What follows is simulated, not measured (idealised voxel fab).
This is a process module. Its name is voxel capacitor over wiring.
The width of the displayed cross-section, cut, is 225 nm; its cells are square, with a size of 5 nm.
For the purposes of this document, a cross-section shall be understood as a grid of square cells, specified as bands listed in top-to-bottom order, each band consisting of one or more rows of cells. Band entry format. Leading values: height of top, height of bottom, nm. Remainder: materials in left-to-right order, each with its width in nm. Special words: "all across" on a single material, which then fills the band edge to edge; "blank", empty space. Heights are expressed relative to 0, this being the level below which the as-received wafer comprises one material exclusively. The lowest band is unbounded in the downward direction and is denoted as in "0 -> down". Width "30 to 40": first value at the band's top row of cells, second value at its bottom row, equal change from row to row. Where a step carries "no modification", the cross-section came out of it unchanged, cell for cell. This entry, "Enclosed void list", enumerates those empty regions of no fewer than 8 cells that possess no open connection to the top. Each region is reported in the form width x height at distance, the distance being taken from the left edge, with all three quantities expressed in nm. Read whatever lies past the settings on a step's line as the simulator's own remark about the step. The setting "overlay nm" may be written on the line of a step. When the step uses a mask, the value reports how far to the right of the planned place the mask lay, and a negative value reports that it lay to the left.
[List of planned process steps]
- 1: RECEIVE (material Si)
- 2: CONFORMAL_DEP (material SiO2; thk nm 10)
- 3: CONFORMAL_DEP (material SiN; thk nm 5)
- 4: DIRECTIONAL_DEP (material lowk; thk nm 25)
- 5: DIRECTIONAL_DEP (material aC; thk nm 15)
- 6: PATTERN (tone open; mask id METAL_1; material resist; width nm 25; pitch nm 80; thk nm 30; overlay nm 0)
- 7: DIRECTIONAL_ETCH (etch materials aC; depth nm 15)
- 8: STRIP (etch materials resist)
- 9: DIRECTIONAL_ETCH (etch materials lowk; depth nm 25)
- 10: DIRECTIONAL_ETCH (etch materials SiN; depth nm 5)
- 11: STRIP (etch materials aC)
- 12: CONFORMAL_DEP (material TiN; thk nm 5)
- 13: FILL_DEP (material Ru; thk nm 5)
- 14: CMP (height nm 40)
- 15: EPI (material Ru; thk nm 5)
- 16: FILL_DEP (material SiCN; thk nm 5)
- 17: DIRECTIONAL_DEP (material lowk; thk nm 20)
- 18: DIRECTIONAL_DEP (material aC; thk nm 10)
- 19: PATTERN (tone open; mask id PLUG_1; material resist; width nm 15; thk nm 25; overlay nm 0)
- 20: DIRECTIONAL_ETCH (etch materials aC; depth nm 10)
- 21: STRIP (etch materials resist)
- 22: DIRECTIONAL_ETCH (etch materials lowk; depth nm 20)
- 23: DIRECTIONAL_ETCH (etch materials SiCN; depth nm 5)
- 24: STRIP (etch materials aC)
- 25: EPI (material Ru; thk nm 10)
- 26: EPI (material Ru; thk nm 10)
- 27: EPI (material Ru; thk nm 5)
- 28: DIRECTIONAL_DEP (material TiN; thk nm 10)
- 29: DIRECTIONAL_DEP (material HfO2; thk nm 5)
- 30: DIRECTIONAL_DEP (material TiN; thk nm 10)
- 31: MASKED_ETCH (tone cover; mask id UPPER_PLATE; width nm 50; etch materials TiN; depth nm 10; overlay nm 0)
- 32: MASKED_ETCH (tone cover; mask id UPPER_PLATE; width nm 60; etch materials HfO2; depth nm 5; overlay nm 0)
- 33: MASKED_ETCH (tone cover; mask id LOWER_PLATE; width nm 70; etch materials TiN; depth nm 10; overlay nm 0)
- 34: FILL_DEP (material SiO2; thk nm 15)
- 35: CMP (height nm 105)
- 36: MASKED_ETCH (tone open; mask id PLUG_2; width nm 15; etch materials SiO2; depth nm 10; overlay nm 0)
- 37: CONFORMAL_DEP (material TiN; thk nm 5)
- 38: FILL_DEP (material W; thk nm 10)
- 39: CMP (height nm 105)
- 40: CONFORMAL_DEP (material SiCN; thk nm 5)
Quick note for whoever runs this: the wafers start identical, but the width nm at step 31 isn't the same across them. The plan just shows what the first wafer had.
[Cross-section of the first of several wafers on receipt, reflecting completion of step 1]
	0 -> down: Si all across
	Enclosed void list: none
[Cross-section, first of several wafers, end of module, after last step 40]
	110 -> 105: SiCN all across
	105 -> 100: SiO2 (80) | TiN (5) | W (5) | TiN (5) | SiO2 (130)
	100 -> 95: SiO2 (80) | TiN (15) | SiO2 (130)
	95 -> 85: SiO2 (75) | TiN (50) | SiO2 (100)
	85 -> 80: SiO2 (70) | HfO2 (60) | SiO2 (95)
	80 -> 70: SiO2 (65) | TiN (70) | SiO2 (90)
	70 -> 50: lowk (70) | Ru (15) | lowk (140)
	50 -> 45: SiCN (70) | Ru (15) | SiCN (140)
	45 -> 40: SiCN (55) | Ru (35) | SiCN (45) | Ru (35) | SiCN (55)
	40 -> 15: lowk (60) | TiN (5) | Ru (15) | TiN (5) | lowk (55) | TiN (5) | Ru (15) | TiN (5) | lowk (60)
	15 -> 10: SiN (60) | TiN (25) | SiN (55) | TiN (25) | SiN (60)
	10 -> 0: SiO2 all across
	0 -> down: Si all across
	Enclosed void list: none
[Showing the last wafer in cross-section at the end of the module]
	110 -> 105: SiCN all across
	105 -> 100: SiO2 (80) | TiN (5) | W (5) | TiN (5) | SiO2 (130)
	100 -> 95: SiO2 (80) | TiN (15) | SiO2 (130)
	95 -> 85: SiO2 (65) | TiN (70) | SiO2 (90)
	85 -> 80: SiO2 (65) | HfO2 (75) | SiO2 (85)
	80 -> 70: SiO2 (65) | TiN (75) | SiO2 (85)
	70 -> 50: lowk (70) | Ru (15) | lowk (140)
	50 -> 45: SiCN (70) | Ru (15) | SiCN (140)
	45 -> 40: SiCN (55) | Ru (35) | SiCN (45) | Ru (35) | SiCN (55)
	40 -> 15: lowk (60) | TiN (5) | Ru (15) | TiN (5) | lowk (55) | TiN (5) | Ru (15) | TiN (5) | lowk (60)
	15 -> 10: SiN (60) | TiN (25) | SiN (55) | TiN (25) | SiN (60)
	10 -> 0: SiO2 all across
	0 -> down: Si all across
	Enclosed void list: none
[Where each wafer stands at the end of the module, a row apiece: cells of each material gained (+) or lost (-) since it was received, then closed voids]
width nm 50; +12 HfO2; +59 Ru; +118 SiCN; +35 SiN; +339 SiO2; +83 TiN; +1 W; +343 lowk; Enclosed void list: none
width nm 55; +12 HfO2; +59 Ru; +118 SiCN; +35 SiN; +337 SiO2; +85 TiN; +1 W; +343 lowk; Enclosed void list: none
width nm 60; +12 HfO2; +59 Ru; +118 SiCN; +35 SiN; +335 SiO2; +87 TiN; +1 W; +343 lowk; Enclosed void list: none
width nm 65; +13 HfO2; +59 Ru; +118 SiCN; +35 SiN; +332 SiO2; +89 TiN; +1 W; +343 lowk; Enclosed void list: none
width nm 70; +14 HfO2; +59 Ru; +118 SiCN; +35 SiN; +329 SiO2; +91 TiN; +1 W; +343 lowk; Enclosed void list: none
width nm 75; +15 HfO2; +59 Ru; +118 SiCN; +35 SiN; +326 SiO2; +93 TiN; +1 W; +343 lowk; Enclosed void list: none
